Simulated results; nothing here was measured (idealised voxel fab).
process module | voxel self aligned contacts
cross-section cut | 225 nm wide | cells 5 nm
A cross-section is a grid of square cells, given in bands from the top down. A band is one or more rows of cells.
Each band's line starts with the height of the band's top and of its bottom, in nm. Then come its materials from left to right, each with its width in nm. One material with "throughout" fills the band from edge to edge. "air" is empty space.
Height 0 is the level under which the wafer as received is all one material. The lowest band goes on downwards, as in "0 down".
A width such as "30 to 40" changes by the same amount from each row of cells to the next, from the band's top row to its bottom row.
"no change" after a step means that no cell of the cross-section changed.
closed voids: empty space of 8 cells or more with no open way to the top, each as width x height at its distance from the left edge, in nm
after a step's settings: what the simulator itself notes on the step
overlay nm, on a step with a mask: how far to the right of its planned place the mask lay; to the left if negative
plan
1 op RECEIVE | material Si
2 op OXIDIZE | depth nm 5
3 op DIRECTIONAL_DEP | material polySi | thk nm 25
4 op DIRECTIONAL_DEP | material SiN | thk nm 25
5 op DIRECTIONAL_DEP | material aC | thk nm 10
6 op PATTERN | tone cover | mask id GATE | material resist | width nm 35 | pitch nm 80 | thk nm 25 | overlay nm 0
7 op DIRECTIONAL_ETCH | etch materials aC | depth nm 10
8 op STRIP | etch materials resist
9 op DIRECTIONAL_ETCH | etch materials SiN | depth nm 25
10 op DIRECTIONAL_ETCH | etch materials polySi | depth nm 25
11 op STRIP | etch materials aC
12 op CONFORMAL_DEP | material SiN | thk nm 10
13 op DIRECTIONAL_ETCH | etch materials SiN | depth nm 10
14 op FILL_DEP | material SiO2 | thk nm 15
15 op CMP | height nm 60
16 op MASKED_ETCH | tone open | mask id CONTACT | width nm 65 | pitch nm 80 | etch materials SiO2 | depth nm 65 | overlay nm 0
17 op CONFORMAL_DEP | material TiN | thk nm 5
18 op FILL_DEP | material W | thk nm 10
19 op CMP | height nm 60
20 op CONFORMAL_DEP | material SiCN | thk nm 5
first wafer, as planned
as received, after step 1
  0 down: Si throughout
  closed voids: none
after step 2
  0 to -5: SiO2 throughout
  below -5: unchanged
after step 3
  25 to 0: polySi throughout
  below 0: unchanged
after step 4
  50 to 25: SiN throughout
  below 25: unchanged
after step 5
  60 to 50: aC throughout
  below 50: unchanged
after step 6
  85 to 60: air 15 | resist 35 | air 45 | resist 35 | air 45 | resist 35 | air 15
  below 60: unchanged
after step 7
  75 to 60: air 15 | resist 35 | air 45 | resist 35 | air 45 | resist 35 | air 15
  60 to 50: air 15 | aC 35 | air 45 | aC 35 | air 45 | aC 35 | air 15
  below 50: unchanged
after step 8
  60 to 50: air 15 | aC 35 | air 45 | aC 35 | air 45 | aC 35 | air 15
  below 50: unchanged
after step 9
  60 to 50: air 15 | aC 35 | air 45 | aC 35 | air 45 | aC 35 | air 15
  50 to 25: air 15 | SiN 35 | air 45 | SiN 35 | air 45 | SiN 35 | air 15
  below 25: unchanged
after step 10
  60 to 50: air 15 | aC 35 | air 45 | aC 35 | air 45 | aC 35 | air 15
  50 to 25: air 15 | SiN 35 | air 45 | SiN 35 | air 45 | SiN 35 | air 15
  25 to 0: air 15 | polySi 35 | air 45 | polySi 35 | air 45 | polySi 35 | air 15
  below 0: unchanged
after step 11
  50 to 25: air 15 | SiN 35 | air 45 | SiN 35 | air 45 | SiN 35 | air 15
  below 25: unchanged
after step 12
  60 to 25: air 5 | SiN 55 | air 25 | SiN 55 | air 25 | SiN 55 | air 5
  25 to 10: air 5 | SiN 10 | polySi 35 | SiN 10 | air 25 | SiN 10 | polySi 35 | SiN 10 | air 25 | SiN 10 | polySi 35 | SiN 10 | air 5
  10 to 0: SiN 15 | polySi 35 | SiN 45 | polySi 35 | SiN 45 | polySi 35 | SiN 15
  below 0: unchanged
after step 13
  50 to 25: air 5 | SiN 55 | air 25 | SiN 55 | air 25 | SiN 55 | air 5
  25 to 0: air 5 | SiN 10 | polySi 35 | SiN 10 | air 25 | SiN 10 | polySi 35 | SiN 10 | air 25 | SiN 10 | polySi 35 | SiN 10 | air 5
  below 0: unchanged
after step 14
  65 to 50: SiO2 throughout
  50 to 25: SiO2 5 | SiN 55 | SiO2 25 | SiN 55 | SiO2 25 | SiN 55 | SiO2 5
  25 to 0: SiO2 5 | SiN 10 | polySi 35 | SiN 10 | SiO2 25 | SiN 10 | polySi 35 | SiN 10 | SiO2 25 | SiN 10 | polySi 35 | SiN 10 | SiO2 5
  below 0: unchanged
after step 15
  60 to 50: SiO2 throughout
  below 50: unchanged
after step 16
  60 to 50: SiO2 40 | air 65 | SiO2 15 | air 65 | SiO2 40
  50 to 25: SiO2 5 | SiN 55 | air 25 | SiN 55 | air 25 | SiN 55 | SiO2 5
  25 to 0: SiO2 5 | SiN 10 | polySi 35 | SiN 10 | air 25 | SiN 10 | polySi 35 | SiN 10 | air 25 | SiN 10 | polySi 35 | SiN 10 | SiO2 5
  0 to -5: SiO2 60 | air 25 | SiO2 55 | air 25 | SiO2 60
  below -5: unchanged
after step 17
  65 to 60: TiN 45 | air 55 | TiN 25 | air 55 | TiN 45
  60 to 50: SiO2 40 | TiN 5 to 25 | air 55 to 15 | TiN 5 to 25 | SiO2 15 | TiN 5 to 25 | air 55 to 15 | TiN 5 to 25 | SiO2 40
  50 to 25: SiO2 5 | SiN 55 | TiN 5 | air 15 | TiN 5 | SiN 55 | TiN 5 | air 15 | TiN 5 | SiN 55 | SiO2 5
  25 to 0: SiO2 5 | SiN 10 | polySi 35 | SiN 10 | TiN 5 | air 15 | TiN 5 | SiN 10 | polySi 35 | SiN 10 | TiN 5 | air 15 | TiN 5 | SiN 10 | polySi 35 | SiN 10 | SiO2 5
  0 to -5: SiO2 60 | TiN 25 | SiO2 55 | TiN 25 | SiO2 60
  below -5: unchanged
after step 18
  75 to 65: W throughout
  65 to 60: TiN 45 | W 55 | TiN 25 | W 55 | TiN 45
  60 to 50: SiO2 40 | TiN 5 to 25 | W 55 to 15 | TiN 5 to 25 | SiO2 15 | TiN 5 to 25 | W 55 to 15 | TiN 5 to 25 | SiO2 40
  50 to 25: SiO2 5 | SiN 55 | TiN 5 | W 15 | TiN 5 | SiN 55 | TiN 5 | W 15 | TiN 5 | SiN 55 | SiO2 5
  25 to 0: SiO2 5 | SiN 10 | polySi 35 | SiN 10 | TiN 5 | W 15 | TiN 5 | SiN 10 | polySi 35 | SiN 10 | TiN 5 | W 15 | TiN 5 | SiN 10 | polySi 35 | SiN 10 | SiO2 5
  below 0: unchanged
after step 19
  60 to 50: SiO2 40 | TiN 5 to 25 | W 55 to 15 | TiN 5 to 25 | SiO2 15 | TiN 5 to 25 | W 55 to 15 | TiN 5 to 25 | SiO2 40
  below 50: unchanged
after step 20
  65 to 60: SiCN throughout
  below 60: unchanged
second wafer: like start, like plan, one mistake. Through step 5 it matches the first wafer
when step 6 should have ended
  85 to 60: resist 15 | air 35 | resist 45 | air 35 | resist 45 | air 35 | resist 15
  below 60: unchanged
when step 7 should have ended
  75 to 60: resist 15 | air 35 | resist 45 | air 35 | resist 45 | air 35 | resist 15
  60 to 50: aC 15 | air 35 | aC 45 | air 35 | aC 45 | air 35 | aC 15
  below 50: unchanged
when step 8 should have ended
  60 to 50: aC 15 | air 35 | aC 45 | air 35 | aC 45 | air 35 | aC 15
  below 50: unchanged
when step 9 should have ended
  60 to 50: aC 15 | air 35 | aC 45 | air 35 | aC 45 | air 35 | aC 15
  50 to 25: SiN 15 | air 35 | SiN 45 | air 35 | SiN 45 | air 35 | SiN 15
  below 25: unchanged
when step 10 should have ended
  60 to 50: aC 15 | air 35 | aC 45 | air 35 | aC 45 | air 35 | aC 15
  50 to 25: SiN 15 | air 35 | SiN 45 | air 35 | SiN 45 | air 35 | SiN 15
  25 to 0: polySi 15 | air 35 | polySi 45 | air 35 | polySi 45 | air 35 | polySi 15
  below 0: unchanged
when step 11 should have ended
  50 to 25: SiN 15 | air 35 | SiN 45 | air 35 | SiN 45 | air 35 | SiN 15
  below 25: unchanged
when step 12 should have ended
  60 to 25: SiN 25 | air 15 | SiN 65 | air 15 | SiN 65 | air 15 | SiN 25
  25 to 10: polySi 15 | SiN 10 | air 15 | SiN 10 | polySi 45 | SiN 10 | air 15 | SiN 10 | polySi 45 | SiN 10 | air 15 | SiN 10 | polySi 15
  10 to 0: polySi 15 | SiN 35 | polySi 45 | SiN 35 | polySi 45 | SiN 35 | polySi 15
  below 0: unchanged
when step 13 should have ended
  50 to 25: SiN 25 | air 15 | SiN 65 | air 15 | SiN 65 | air 15 | SiN 25
  25 to 0: polySi 15 | SiN 10 | air 15 | SiN 10 | polySi 45 | SiN 10 | air 15 | SiN 10 | polySi 45 | SiN 10 | air 15 | SiN 10 | polySi 15
  below 0: unchanged
when step 14 should have ended
  65 to 50: SiO2 throughout
  50 to 25: SiN 25 | SiO2 15 | SiN 65 | SiO2 15 | SiN 65 | SiO2 15 | SiN 25
  25 to 0: polySi 15 | SiN 10 | SiO2 15 | SiN 10 | polySi 45 | SiN 10 | SiO2 15 | SiN 10 | polySi 45 | SiN 10 | SiO2 15 | SiN 10 | polySi 15
  below 0: unchanged
when step 15 should have ended
  60 to 50: SiO2 throughout
  below 50: unchanged
when step 16 should have ended
  60 to 50: SiO2 40 | air 65 | SiO2 15 | air 65 | SiO2 40
  below 50: unchanged
when step 17 should have ended
  65 to 60: TiN 45 | air 55 | TiN 25 | air 55 | TiN 45
  60 to 55: SiO2 40 | TiN 5 | air 55 | TiN 5 | SiO2 15 | TiN 5 | air 55 | TiN 5 | SiO2 40
  55 to 50: SiO2 40 | TiN 65 | SiO2 15 | TiN 65 | SiO2 40
  below 50: unchanged
when step 18 should have ended
  75 to 65: W throughout
  65 to 60: TiN 45 | W 55 | TiN 25 | W 55 | TiN 45
  60 to 55: SiO2 40 | TiN 5 | W 55 | TiN 5 | SiO2 15 | TiN 5 | W 55 | TiN 5 | SiO2 40
  below 55: unchanged
when step 19 should have ended
  60 to 55: SiO2 40 | TiN 5 | W 55 | TiN 5 | SiO2 15 | TiN 5 | W 55 | TiN 5 | SiO2 40
  below 55: unchanged
when step 20 should have ended
  65 to 60: SiCN throughout
  below 60: unchanged
what went wrong: step 6 ran as: op PATTERN | tone open | mask id GATE | material resist | width nm 35 | pitch nm 80 | thk nm 25 | overlay nm 0
at the end the second wafer has, in cells: 15 more of SiN | 80 more of SiO2 | 44 fewer of TiN | 66 fewer of W | 15 more of polySi
